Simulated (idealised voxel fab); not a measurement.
Proc. module: voxel transistor to metal
Each square cell in cross-section cut measures 5 nm, and the section as a whole is 170 nm wide.
Cross-section format: a grid of square cells, given as bands from top to bottom; each band is one or more rows of cells. This entry defines a band. It first specifies the height of the band's top and the height of its bottom in nm, and then specifies the band's materials from left to right, stating each material with its width in nm. The word "throughout" identifies a single material that fills the band from edge to edge, while the word "blank" identifies empty space. Height datum 0, below which the as-received substrate wafer is one material. Lowest band open at the bottom, running downward: "from 0 down". Top row gets the first number, bottom row gets the second, and each row in between changes by the same step: that is how a band width like "30->40" works. Step note "identical to before" = no cross-section cell changed. "Closed void list": empty spaces of 8 cells or more with no open way to the top, each given as width x height at distance, distance from the left edge, all in nm. Read whatever lies past the settings on a step's line as the simulator's own remark about the step. overlay nm: where the mask lay relative to plan, measured to the right, on steps with a mask; negatives go left.
Steps in the process plan
1 RECEIVE: material Si
2 CONFORMAL_DEP: material SiO2, thk nm 5
3 CONFORMAL_DEP: material SiN, thk nm 15
4 PATTERN: tone cover, mask id ACTIVE, material resist, width nm 85, thk nm 20, overlay nm 0
5 DIRECTIONAL_ETCH: etch materials SiN, depth nm 15
6 DIRECTIONAL_ETCH: etch materials SiO2, depth nm 5
7 DIRECTIONAL_ETCH: etch materials Si, depth nm 25
8 STRIP: etch materials resist
9 OXIDIZE: depth nm 5
10 FILL_DEP: material SiO2, thk nm 5
11 CMP: height nm 20
12 SELECTIVE_ETCH: etch materials SiO2, depth nm 5
13 STRIP: etch materials SiN
14 SELECTIVE_ETCH: etch materials SiO2, depth nm 5
15 OXIDIZE: depth nm 5
16 DIRECTIONAL_DEP: material polySi, thk nm 25
17 DIRECTIONAL_DEP: material SiCN, thk nm 15
18 PATTERN: tone cover, mask id GATE, material resist, width nm 15, thk nm 20, overlay nm 0
19 DIRECTIONAL_ETCH: etch materials SiCN, depth nm 25
20 DIRECTIONAL_ETCH: etch materials polySi, depth nm 35
21 STRIP: etch materials resist
22 CONFORMAL_DEP: material SiN, thk nm 10
23 DIRECTIONAL_ETCH: etch materials SiN, depth nm 10
24 DIRECTIONAL_ETCH: etch materials SiO2, depth nm 5
25 DIRECTIONAL_ETCH: etch materials Si, depth nm 15
26 EPI: material nSi, thk nm 15
27 FILL_DEP: material SiO2, thk nm 5
28 CMP: height nm 40
29 DIRECTIONAL_DEP: material SiO2, thk nm 15
30 MASKED_ETCH: tone open, mask id CONTACT, width nm 15, pitch nm 60, etch materials SiO2, depth nm 60, overlay nm 0
31 CONFORMAL_DEP: material TiN, thk nm 5
32 FILL_DEP: material Ru, thk nm 5
33 CMP: height nm 55
34 DIRECTIONAL_DEP: material TiN, thk nm 5
35 DIRECTIONAL_DEP: material Ru, thk nm 15
36 MASKED_ETCH: tone cover, mask id METAL_1, width nm 15, pitch nm 60, etch materials Ru, depth nm 15, overlay nm 0
37 MASKED_ETCH: tone cover, mask id METAL_1, width nm 15, pitch nm 60, etch materials TiN, depth nm 5, overlay nm 0
38 FILL_DEP: material lowk, thk nm 10
39 CMP: height nm 75
40 CONFORMAL_DEP: material SiCN, thk nm 5
41 DIRECTIONAL_DEP: material SiO2, thk nm 25
42 PATTERN: tone open, mask id METAL_2, material resist, width nm 15, pitch nm 60, thk nm 15, overlay nm 0
43 DIRECTIONAL_ETCH: etch materials SiO2, depth nm 15
44 STRIP: etch materials resist
45 DIRECTIONAL_DEP: material aC, thk nm 15
46 PATTERN: tone open, mask id METAL_2_HOLES, material resist, width nm 15, pitch nm 60, thk nm 35, overlay nm 0
47 DIRECTIONAL_ETCH: etch materials aC, depth nm 15
48 STRIP: etch materials resist
49 DIRECTIONAL_ETCH: etch materials SiO2, depth nm 10
50 DIRECTIONAL_ETCH: etch materials SiCN, depth nm 5
51 STRIP: etch materials aC
52 CONFORMAL_DEP: material TiN, thk nm 5
53 FILL_DEP: material Ru, thk nm 5
54 CMP: height nm 105
55 CONFORMAL_DEP: material SiCN, thk nm 5
Run as planned: first of two wafers
Wafer at receipt (post step 1), cross-section
- from 0 down  Si throughout
- Closed void list: none
Wafer section view after processing step 2
- from 5 to 0  SiO2 throughout
- Heights below 0 show no change.
Wafer section view after processing step 3
- from 20 to 5  SiN throughout
- Heights below 5 show no change.
Wafer section view after processing step 4
- from 40 to 20  blank (40) / resist (85) / blank (45)
- Heights below 20 show no change.
Wafer section view after processing step 5
- from 40 to 20  blank (40) / resist (85) / blank (45)
- from 20 to 5  blank (40) / SiN (85) / blank (45)
- Heights below 5 show no change.
Wafer section view after processing step 6
- from 40 to 20  blank (40) / resist (85) / blank (45)
- from 20 to 5  blank (40) / SiN (85) / blank (45)
- from 5 to 0  blank (40) / SiO2 (85) / blank (45)
- Heights below 0 show no change.
Wafer section view after processing step 7
- from 40 to 20  blank (40) / resist (85) / blank (45)
- from 20 to 5  blank (40) / SiN (85) / blank (45)
- from 5 to 0  blank (40) / SiO2 (85) / blank (45)
- from 0 to -25  blank (40) / Si (85) / blank (45)
- Heights below -25 show no change.
Wafer section view after processing step 8
- from 20 to 5  blank (40) / SiN (85) / blank (45)
- Heights below 5 show no change.
Wafer section view after processing step 9
- from 20 to 5  blank (40) / SiN (85) / blank (45)
- from 5 to 0  blank (40) / SiO2 (85) / blank (45)
- from 0 to -25  blank (40) / SiO2 (5) / Si (75) / SiO2 (5) / blank (45)
- from -25 to -30  SiO2 (45) / Si (75) / SiO2 (50)
- Heights below -30 show no change.
Wafer section view after processing step 10
- from 25 to 20  SiO2 throughout
- from 20 to 5  SiO2 (40) / SiN (85) / SiO2 (45)
- from 5 to 0  SiO2 throughout
- from 0 to -30  SiO2 (45) / Si (75) / SiO2 (50)
- Heights below -30 show no change.
Wafer section view after processing step 11
- from 20 to 5  SiO2 (40) / SiN (85) / SiO2 (45)
- Heights below 5 show no change.
Wafer section view after processing step 12
- from 20 to 15  blank (40) / SiN (85) / blank (45)
- Heights below 15 show no change.
Wafer section view after processing step 13
- from 15 to 5  SiO2 (40) / blank (85) / SiO2 (45)
- Heights below 5 show no change.
Wafer section view after processing step 14
- from 10 to 0  SiO2 (35) / blank (95) / SiO2 (40)
- Heights below 0 show no change.
Wafer section view after processing step 15
- from 10 to 0  SiO2 (35) / blank (95) / SiO2 (40)
- from 0 to -5  SiO2 throughout
- Heights below -5 show no change.
Wafer section view after processing step 16
- from 35 to 25  polySi (35) / blank (95) / polySi (40)
- from 25 to 10  polySi throughout
- from 10 to 0  SiO2 (35) / polySi (95) / SiO2 (40)
- Heights below 0 show no change.
Wafer section view after processing step 17
- from 50 to 40  SiCN (35) / blank (95) / SiCN (40)
- from 40 to 35  SiCN throughout
- from 35 to 25  polySi (35) / SiCN (95) / polySi (40)
- Heights below 25 show no change.
Wafer section view after processing step 18
- from 70 to 50  blank (75) / resist (15) / blank (80)
- from 50 to 40  SiCN (35) / blank (40) / resist (15) / blank (40) / SiCN (40)
- Heights below 40 show no change.
Wafer section view after processing step 19
- from 70 to 40  blank (75) / resist (15) / blank (80)
- from 40 to 35  blank (75) / SiCN (15) / blank (80)
- from 35 to 25  polySi (35) / blank (40) / SiCN (15) / blank (40) / polySi (40)
- Heights below 25 show no change.
Wafer section view after processing step 20
- from 70 to 40  blank (75) / resist (15) / blank (80)
- from 40 to 25  blank (75) / SiCN (15) / blank (80)
- from 25 to 10  blank (75) / polySi (15) / blank (80)
- from 10 to 0  SiO2 (35) / blank (40) / polySi (15) / blank (40) / SiO2 (40)
- Heights below 0 show no change.
Wafer section view after processing step 21
- from 40 to 25  blank (75) / SiCN (15) / blank (80)
- Heights below 25 show no change.
Wafer section view after processing step 22
- from 50 to 40  blank (65) / SiN (35) / blank (70)
- from 40 to 25  blank (65) / SiN (10) / SiCN (15) / SiN (10) / blank (70)
- from 25 to 20  blank (65) / SiN (10) / polySi (15) / SiN (10) / blank (70)
- from 20 to 10  SiN (45) / blank (20) / SiN (10) / polySi (15) / SiN (10) / blank (20) / SiN (50)
- from 10 to 0  SiO2 (35) / SiN (40) / polySi (15) / SiN (40) / SiO2 (40)
- Heights below 0 show no change.
Wafer section view after processing step 23
- from 40 to 25  blank (65) / SiN (10) / SiCN (15) / SiN (10) / blank (70)
- from 25 to 10  blank (65) / SiN (10) / polySi (15) / SiN (10) / blank (70)
- from 10 to 0  SiO2 (35) / SiN (10) / blank (20) / SiN (10) / polySi (15) / SiN (10) / blank (20) / SiN (10) / SiO2 (40)
- Heights below 0 show no change.
Wafer section view after processing step 24
- from 40 to 25  blank (65) / SiN (10) / SiCN (15) / SiN (10) / blank (70)
- from 25 to 10  blank (65) / SiN (10) / polySi (15) / SiN (10) / blank (70)
- from 10 to 5  blank (35) / SiN (10) / blank (20) / SiN (10) / polySi (15) / SiN (10) / blank (20) / SiN (10) / blank (40)
- from 5 to 0  SiO2 (35) / SiN (10) / blank (20) / SiN (10) / polySi (15) / SiN (10) / blank (20) / SiN (10) / SiO2 (40)
- from 0 to -5  SiO2 (45) / blank (20) / SiO2 (35) / blank (20) / SiO2 (50)
- Heights below -5 show no change.
Wafer section view after processing step 25
- from 40 to 25  blank (65) / SiN (10) / SiCN (15) / SiN (10) / blank (70)
- from 25 to 10  blank (65) / SiN (10) / polySi (15) / SiN (10) / blank (70)
- from 10 to 5  blank (35) / SiN (10) / blank (20) / SiN (10) / polySi (15) / SiN (10) / blank (20) / SiN (10) / blank (40)
- from 5 to 0  SiO2 (35) / SiN (10) / blank (20) / SiN (10) / polySi (15) / SiN (10) / blank (20) / SiN (10) / SiO2 (40)
- from 0 to -5  SiO2 (45) / blank (20) / SiO2 (35) / blank (20) / SiO2 (50)
- from -5 to -20  SiO2 (45) / blank (20) / Si (35) / blank (20) / SiO2 (50)
- Heights below -20 show no change.
Wafer section view after processing step 26
- from 40 to 25  blank (65) / SiN (10) / SiCN (15) / SiN (10) / blank (70)
- from 25 to 10  blank (65) / SiN (10) / polySi (15) / SiN (10) / blank (70)
- from 10 to 5  blank (35) / SiN (10) / blank (5) / nSi (15) / SiN (10) / polySi (15) / SiN (10) / nSi (15) / blank (5) / SiN (10) / blank (40)
- from 5 to 0  SiO2 (35) / SiN (10) / blank (5) / nSi (15) / SiN (10) / polySi (15) / SiN (10) / nSi (15) / blank (5) / SiN (10) / SiO2 (40)
- from 0 to -5  SiO2 (45) / blank (5) / nSi (15) / SiO2 (35) / nSi (15) / blank (5) / SiO2 (50)
- from -5 to -20  SiO2 (45) / nSi (20) / Si (35) / nSi (20) / SiO2 (50)
- Heights below -20 show no change.
Wafer section view after processing step 27
- from 45 to 40  SiO2 throughout
- from 40 to 25  SiO2 (65) / SiN (10) / SiCN (15) / SiN (10) / SiO2 (70)
- from 25 to 10  SiO2 (65) / SiN (10) / polySi (15) / SiN (10) / SiO2 (70)
- from 10 to 0  SiO2 (35) / SiN (10) / SiO2 (5) / nSi (15) / SiN (10) / polySi (15) / SiN (10) / nSi (15) / SiO2 (5) / SiN (10) / SiO2 (40)
- from 0 to -5  SiO2 (50) / nSi (15) / SiO2 (35) / nSi (15) / SiO2 (55)
- Heights below -5 show no change.
Wafer section view after processing step 28
- from 40 to 25  SiO2 (65) / SiN (10) / SiCN (15) / SiN (10) / SiO2 (70)
- Heights below 25 show no change.
Wafer section view after processing step 29
- from 55 to 40  SiO2 throughout
- Heights below 40 show no change.
Wafer section view after processing step 30
- from 55 to 40  SiO2 (45) / blank (15) / SiO2 (45) / blank (15) / SiO2 (50)
- from 40 to 25  SiO2 (45) / blank (15) / SiO2 (5) / SiN (10) / SiCN (15) / SiN (10) / SiO2 (5) / blank (15) / SiO2 (50)
- from 25 to 10  SiO2 (45) / blank (15) / SiO2 (5) / SiN (10) / polySi (15) / SiN (10) / SiO2 (5) / blank (15) / SiO2 (50)
- from 10 to 0  SiO2 (35) / SiN (10) / blank (5) / nSi (15) / SiN (10) / polySi (15) / SiN (10) / nSi (15) / blank (5) / SiN (10) / SiO2 (40)
- from 0 to -5  SiO2 (45) / blank (5) / nSi (15) / SiO2 (35) / nSi (15) / blank (5) / SiO2 (50)
- Heights below -5 show no change.
Wafer section view after processing step 31
- from 60 to 55  TiN (50) / blank (5) / TiN (55) / blank (5) / TiN (55)
- from 55 to 40  SiO2 (45) / TiN (5) / blank (5) / TiN (5) / SiO2 (45) / TiN (5) / blank (5) / TiN (5) / SiO2 (50)
- from 40 to 25  SiO2 (45) / TiN (5) / blank (5) / TiN (5) / SiO2 (5) / SiN (10) / SiCN (15) / SiN (10) / SiO2 (5) / TiN (5) / blank (5) / TiN (5) / SiO2 (50)
- from 25 to 15  SiO2 (45) / TiN (5) / blank (5) / TiN (5) / SiO2 (5) / SiN (10) / polySi (15) / SiN (10) / SiO2 (5) / TiN (5) / blank (5) / TiN (5) / SiO2 (50)
- from 15 to 10  SiO2 (45) / TiN (15) / SiO2 (5) / SiN (10) / polySi (15) / SiN (10) / SiO2 (5) / TiN (15) / SiO2 (50)
- from 10 to 0  SiO2 (35) / SiN (10) / TiN (5) / nSi (15) / SiN (10) / polySi (15) / SiN (10) / nSi (15) / TiN (5) / SiN (10) / SiO2 (40)
- from 0 to -5  SiO2 (45) / TiN (5) / nSi (15) / SiO2 (35) / nSi (15) / TiN (5) / SiO2 (50)
- Heights below -5 show no change.
Wafer section view after processing step 32
- from 65 to 60  Ru throughout
- from 60 to 55  TiN (50) / Ru (5) / TiN (55) / Ru (5) / TiN (55)
- from 55 to 40  SiO2 (45) / TiN (5) / Ru (5) / TiN (5) / SiO2 (45) / TiN (5) / Ru (5) / TiN (5) / SiO2 (50)
- from 40 to 25  SiO2 (45) / TiN (5) / Ru (5) / TiN (5) / SiO2 (5) / SiN (10) / SiCN (15) / SiN (10) / SiO2 (5) / TiN (5) / Ru (5) / TiN (5) / SiO2 (50)
- from 25 to 15  SiO2 (45) / TiN (5) / Ru (5) / TiN (5) / SiO2 (5) / SiN (10) / polySi (15) / SiN (10) / SiO2 (5) / TiN (5) / Ru (5) / TiN (5) / SiO2 (50)
- Heights below 15 show no change.
Wafer section view after processing step 33
- from 55 to 40  SiO2 (45) / TiN (5) / Ru (5) / TiN (5) / SiO2 (45) / TiN (5) / Ru (5) / TiN (5) / SiO2 (50)
- Heights below 40 show no change.
Wafer section view after processing step 34
- from 60 to 55  TiN throughout
- Heights below 55 show no change.
Wafer section view after processing step 35
- from 75 to 60  Ru throughout
- Heights below 60 show no change.
Wafer section view after processing step 36
- from 75 to 60  blank (45) / Ru (15) / blank (45) / Ru (15) / blank (50)
- Heights below 60 show no change.
Wafer section view after processing step 37
- from 75 to 60  blank (45) / Ru (15) / blank (45) / Ru (15) / blank (50)
- from 60 to 55  blank (45) / TiN (15) / blank (45) / TiN (15) / blank (50)
- Heights below 55 show no change.
Wafer section view after processing step 38
- from 85 to 75  lowk throughout
- from 75 to 60  lowk (45) / Ru (15) / lowk (45) / Ru (15) / lowk (50)
- from 60 to 55  lowk (45) / TiN (15) / lowk (45) / TiN (15) / lowk (50)
- Heights below 55 show no change.
Wafer section view after processing step 39
- from 75 to 60  lowk (45) / Ru (15) / lowk (45) / Ru (15) / lowk (50)
- Heights below 60 show no change.
Wafer section view after processing step 40
- from 80 to 75  SiCN throughout
- Heights below 75 show no change.
Wafer section view after processing step 41
- from 105 to 80  SiO2 throughout
- Heights below 80 show no change.
Wafer section view after processing step 42
- from 120 to 105  resist (45) / blank (15) / resist (45) / blank (15) / resist (50)
- Heights below 105 show no change.
Wafer section view after processing step 43
- from 120 to 105  resist (45) / blank (15) / resist (45) / blank (15) / resist (50)
- from 105 to 90  SiO2 (45) / blank (15) / SiO2 (45) / blank (15) / SiO2 (50)
- Heights below 90 show no change.
Wafer section view after processing step 44
- from 105 to 90  SiO2 (45) / blank (15) / SiO2 (45) / blank (15) / SiO2 (50)
- Heights below 90 show no change.
Wafer section view after processing step 45
- from 120 to 105  aC (45) / blank (15) / aC (45) / blank (15) / aC (50)
- from 105 to 90  SiO2 (45) / aC (15) / SiO2 (45) / aC (15) / SiO2 (50)
- Heights below 90 show no change.
Wafer section view after processing step 46
- from 155 to 120  resist (45) / blank (15) / resist (45) / blank (15) / resist (50)
- Heights below 120 show no change.
Wafer section view after processing step 47
- from 140 to 120  resist (45) / blank (15) / resist (45) / blank (15) / resist (50)
- from 120 to 105  aC (45) / blank (15) / aC (45) / blank (15) / aC (50)
- from 105 to 90  SiO2 (45) / blank (15) / SiO2 (45) / blank (15) / SiO2 (50)
- Heights below 90 show no change.
Wafer section view after processing step 48
- from 120 to 105  aC (45) / blank (15) / aC (45) / blank (15) / aC (50)
- Heights below 105 show no change.
Wafer section view after processing step 49
- from 120 to 105  aC (45) / blank (15) / aC (45) / blank (15) / aC (50)
- from 105 to 80  SiO2 (45) / blank (15) / SiO2 (45) / blank (15) / SiO2 (50)
- Heights below 80 show no change.
Wafer section view after processing step 50
- from 120 to 105  aC (45) / blank (15) / aC (45) / blank (15) / aC (50)
- from 105 to 80  SiO2 (45) / blank (15) / SiO2 (45) / blank (15) / SiO2 (50)
- from 80 to 75  SiCN (45) / blank (15) / SiCN (45) / blank (15) / SiCN (50)
- Heights below 75 show no change.
Wafer section view after processing step 51
- from 105 to 80  SiO2 (45) / blank (15) / SiO2 (45) / blank (15) / SiO2 (50)
- Heights below 80 show no change.
Wafer section view after processing step 52
- from 110 to 105  TiN (50) / blank (5) / TiN (55) / blank (5) / TiN (55)
- from 105 to 80  SiO2 (45) / TiN (5) / blank (5) / TiN (5) / SiO2 (45) / TiN (5) / blank (5) / TiN (5) / SiO2 (50)
- from 80 to 75  SiCN (45) / TiN (15) / SiCN (45) / TiN (15) / SiCN (50)
- Heights below 75 show no change.
Wafer section view after processing step 53
- from 115 to 110  Ru throughout
- from 110 to 105  TiN (50) / Ru (5) / TiN (55) / Ru (5) / TiN (55)
- from 105 to 80  SiO2 (45) / TiN (5) / Ru (5) / TiN (5) / SiO2 (45) / TiN (5) / Ru (5) / TiN (5) / SiO2 (50)
- Heights below 80 show no change.
Wafer section view after processing step 54
- from 105 to 80  SiO2 (45) / TiN (5) / Ru (5) / TiN (5) / SiO2 (45) / TiN (5) / Ru (5) / TiN (5) / SiO2 (50)
- Heights below 80 show no change.
Wafer section view after processing step 55
- from 110 to 105  SiCN throughout
- Heights below 105 show no change.
Wafer two: like wafer one in start and plan, but with one mistake in execution; identical up to and including step 51
The second wafer in cross-section, at the planned close of step 52
- from 110 to 80  SiO2 (50) / blank (5) / SiO2 (55) / blank (5) / SiO2 (55)
- from 80 to 75  SiCN (45) / SiO2 (15) / SiCN (45) / SiO2 (15) / SiCN (50)
- Heights below 75 show no change.
The second wafer in cross-section, at the planned close of step 53
- from 115 to 110  Ru throughout
- from 110 to 80  SiO2 (50) / Ru (5) / SiO2 (55) / Ru (5) / SiO2 (55)
- Heights below 80 show no change.
The second wafer in cross-section, at the planned close of step 54
- from 105 to 80  SiO2 (50) / Ru (5) / SiO2 (55) / Ru (5) / SiO2 (55)
- Heights below 80 show no change.
The second wafer in cross-section, at the planned close of step 55
- from 110 to 105  SiCN throughout
- Heights below 105 show no change.
Which mistake was made when the wafer was run? for step 52, the planned setting was not used; the step was instead run as CONFORMAL_DEP: material SiO2, thk nm 5
Final wafer comparison in cells, second versus first, more or fewer per material: +26 SiO2, -26 TiN
